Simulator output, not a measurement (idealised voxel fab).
process module | voxel capacitor over wiring
cross-section cut | 190 nm wide | cells 5 nm
A cross-section is a grid of square cells, given in bands from the top down. A band is one or more rows of cells.
Each band's line starts with the height of the band's top and of its bottom, in nm. Then come its materials from left to right, each with its width in nm. One material with "throughout" fills the band from edge to edge. "air" is empty space.
Height 0 is the level under which the wafer as received is all one material. The lowest band goes on downwards, as in "0 down".
A width such as "30 to 40" changes by the same amount from each row of cells to the next, from the band's top row to its bottom row.
"no change" after a step means that no cell of the cross-section changed.
closed voids: empty space of 8 cells or more with no open way to the top, each as width x height at its distance from the left edge, in nm
after a step's settings: what the simulator itself notes on the step
overlay nm, on a step with a mask: how far to the right of its planned place the mask lay; to the left if negative
plan
1 op RECEIVE | material Si
2 op CONFORMAL_DEP | material SiO2 | thk nm 15
3 op DIRECTIONAL_DEP | material TiN | thk nm 5
4 op DIRECTIONAL_DEP | material Ru | thk nm 20
5 op DIRECTIONAL_DEP | material aC | thk nm 10
6 op PATTERN | tone cover | mask id METAL_1 | material resist | width nm 20 | pitch nm 70 | thk nm 25 | overlay nm 0
7 op DIRECTIONAL_ETCH | etch materials aC | depth nm 10
8 op STRIP | etch materials resist
9 op DIRECTIONAL_ETCH | etch materials Ru | depth nm 20
10 op DIRECTIONAL_ETCH | etch materials TiN | depth nm 5
11 op STRIP | etch materials aC
12 op CONFORMAL_DEP | material SiN | thk nm 5
13 op FILL_DEP | material SiO2 | thk nm 10
14 op CMP | height nm 40
15 op CONFORMAL_DEP | material SiCN | thk nm 5
16 op DIRECTIONAL_DEP | material lowk | thk nm 10
17 op MASKED_ETCH | tone open | mask id PLUG_1 | width nm 15 | etch materials lowk | depth nm 10 | overlay nm 0
18 op MASKED_ETCH | tone open | mask id PLUG_1 | width nm 15 | etch materials SiCN | depth nm 5 | overlay nm 0
19 op EPI | material Ru | thk nm 10
20 op EPI | material Ru | thk nm 5
21 op DIRECTIONAL_DEP | material TiN | thk nm 5
22 op DIRECTIONAL_DEP | material HfO2 | thk nm 5
23 op DIRECTIONAL_DEP | material TiN | thk nm 5
24 op DIRECTIONAL_DEP | material aC | thk nm 10
25 op PATTERN | tone cover | mask id UPPER_PLATE | material resist | width nm 55 | thk nm 30 | overlay nm 0
26 op DIRECTIONAL_ETCH | etch materials aC | depth nm 10
27 op STRIP | etch materials resist
28 op DIRECTIONAL_ETCH | etch materials TiN | depth nm 5
29 op DIRECTIONAL_ETCH | etch materials HfO2 | depth nm 5
30 op STRIP | etch materials aC
31 op MASKED_ETCH | tone cover | mask id LOWER_PLATE | width nm 65 | etch materials TiN | depth nm 5 | overlay nm 0
32 op FILL_DEP | material SiO2 | thk nm 15
33 op CMP | height nm 80
34 op PATTERN | tone open | mask id PLUG_2 | material resist | width nm 15 | thk nm 15 | overlay nm 0
35 op DIRECTIONAL_ETCH | etch materials SiO2 | depth nm 10
36 op STRIP | etch materials resist
37 op CONFORMAL_DEP | material TiN | thk nm 5
38 op FILL_DEP | material Cu | thk nm 5
39 op CMP | height nm 80
40 op CONFORMAL_DEP | material SiN | thk nm 5
as received, after step 1
  0 down: Si throughout
  closed voids: none
a wafer at the end: this start, this plan, one mistake
  85 to 80: SiN throughout
  80 to 75: SiO2 65 | TiN 5 | Cu 5 | TiN 5 | SiO2 110
  75 to 65: SiO2 65 to 55 | TiN 15 to 55 | SiO2 110 to 80
  65 to 60: SiO2 55 | HfO2 55 | SiO2 80
  60 to 55: SiO2 50 | TiN 65 | SiO2 75
  55 to 45: lowk 50 | Ru 25 | lowk 115
  45 to 40: SiCN 55 | Ru 15 | SiCN 120
  40 to 20: SiO2 45 | SiN 5 | Ru 20 | SiN 5 | SiO2 40 | SiN 5 | Ru 20 | SiN 5 | SiO2 45
  20 to 15: SiN 50 | TiN 20 | SiN 50 | TiN 20 | SiN 50
  15 to 0: SiO2 throughout
  0 down: Si throughout
  closed voids: none
what went wrong: step 17 ran as: op MASKED_ETCH | tone open | mask id PLUG_1 | width nm 25 | etch materials lowk | depth nm 10 | overlay nm 0
